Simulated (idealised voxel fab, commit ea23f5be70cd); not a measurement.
process module | voxel lift off
cross-section cut | 220 nm wide | cells 5 nm
A cross-section is a grid of square cells, given in bands from the top down. A band is one or more rows of cells.
Each band's line starts with the height of the band's top and of its bottom, in nm. Then come its materials from left to right, each with its width in nm. One material with "throughout" fills the band from edge to edge. "air" is empty space.
Height 0 is the level under which the wafer as received is all one material. The lowest band goes on downwards, as in "0 down".
A width such as "30 to 40" changes by the same amount from each row of cells to the next, from the band's top row to its bottom row.
"no change" after a step means that no cell of the cross-section changed.
closed voids: empty space of 8 cells or more with no open way to the top, each as width x height at its distance from the left edge, in nm
after a step's settings: what the simulator itself notes on the step
overlay nm, on a step with a mask: how far to the right of its planned place the mask lay; to the left if negative
plan
1 op RECEIVE | material Si
2 op CONFORMAL_DEP | material Al2O3 | thk nm 10
3 op PATTERN | tone open | mask id LINES | material resist | width nm 30 | pitch nm 45 | thk nm 25 | overlay nm 0
4 op DIRECTIONAL_DEP | material Ru | thk nm 15
5 op STRIP | etch materials resist
6 op CONFORMAL_DEP | material SiO2 | thk nm 5
as received, after step 1
  0 down: Si throughout
  closed voids: none
a wafer at the end: this start, this plan, one mistake
  30 to 15: air 65 | Ru 40 | air 5 | Ru 40 | air 70
  15 to 10: Ru throughout
  10 to 0: Al2O3 throughout
  0 down: Si throughout
  closed voids: none
what went wrong: step 6 ran as: op CONFORMAL_DEP | material Ru | thk nm 5
